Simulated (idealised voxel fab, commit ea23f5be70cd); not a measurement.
process module | voxel gate over fins
cross-section cut | 240 nm wide | cells 5 nm
A cross-section is a grid of square cells, given in bands from the top down. A band is one or more rows of cells.
Each band's line starts with the height of the band's top and of its bottom, in nm. Then come its materials from left to right, each with its width in nm. One material with "throughout" fills the band from edge to edge. "air" is empty space.
Height 0 is the level under which the wafer as received is all one material. The lowest band goes on downwards, as in "0 down".
A width such as "30 to 40" changes by the same amount from each row of cells to the next, from the band's top row to its bottom row.
"no change" after a step means that no cell of the cross-section changed.
closed voids: empty space of 8 cells or more with no open way to the top, each as width x height at its distance from the left edge, in nm
after a step's settings: what the simulator itself notes on the step
overlay nm, on a step with a mask: how far to the right of its planned place the mask lay; to the left if negative
plan
1 op RECEIVE | material Si
2 op CONFORMAL_DEP | material SiN | thk nm 10
3 op MASKED_ETCH | tone cover | mask id FINS | width nm 15 | pitch nm 60 | etch materials SiN | depth nm 10 | overlay nm 0
4 op MASKED_ETCH | tone cover | mask id FINS | width nm 15 | pitch nm 60 | etch materials Si | depth nm 40 | overlay nm 0
5 op FILL_DEP | material SiO2 | thk nm 15
6 op CMP | height nm 10
7 op PATTERN | tone open | mask id RAIL | material resist | width nm 15 | thk nm 15 | overlay nm 0
8 op DIRECTIONAL_ETCH | etch materials SiO2 | depth nm 45
9 op STRIP | etch materials resist
10 op CONFORMAL_DEP | material TiN | thk nm 5
11 op FILL_DEP | material W | thk nm 5
12 op CMP | height nm 10
13 op SELECTIVE_ETCH | etch materials W Ru TiN | depth nm 30
14 op FILL_DEP | material SiO2 | thk nm 5
15 op CMP | height nm 10
16 op SELECTIVE_ETCH | etch materials SiO2 | depth nm 25
17 op STRIP | etch materials SiN
18 op CONFORMAL_DEP | material HfO2 | thk nm 5
19 op CONFORMAL_DEP | material TiN | thk nm 5
20 op FILL_DEP | material W | thk nm 10
21 op CMP | height nm 15
22 op CONFORMAL_DEP | material SiN | thk nm 10
as received, after step 1
  0 down: Si throughout
  closed voids: none
a wafer at the end: this start, this plan, one mistake
  25 to 15: SiO2 throughout
  15 to 10: W throughout
  10 to 5: W 70 | TiN 35 | W 25 | TiN 35 | W 75
  5 to 0: W 70 | TiN 5 | HfO2 25 | TiN 5 | W 25 | TiN 5 | HfO2 25 | TiN 5 | W 75
  0 to -5: W 70 | TiN 5 | HfO2 5 | Si 15 | HfO2 5 | TiN 5 | W 25 | TiN 5 | HfO2 5 | Si 15 | HfO2 5 | TiN 5 | W 75
  -5 to -10: TiN 75 | HfO2 5 | Si 15 | HfO2 5 | TiN 35 | HfO2 5 | Si 15 | HfO2 5 | TiN 80
  -10 to -15: HfO2 80 | Si 15 | HfO2 45 | Si 15 | HfO2 85
  -15 to -20: SiO2 80 | Si 15 | SiO2 45 | Si 15 | SiO2 85
  -20 to -30: SiO2 80 | Si 15 | SiO2 15 | TiN 5 | W 5 | TiN 5 | SiO2 15 | Si 15 | SiO2 85
  -30 to -35: SiO2 80 | Si 15 | SiO2 15 | TiN 15 | SiO2 15 | Si 15 | SiO2 85
  -35 to -40: SiO2 80 | Si 15 | SiO2 45 | Si 15 | SiO2 85
  -40 down: Si throughout
  closed voids: none
what went wrong: step 22 ran as: op CONFORMAL_DEP | material SiO2 | thk nm 10
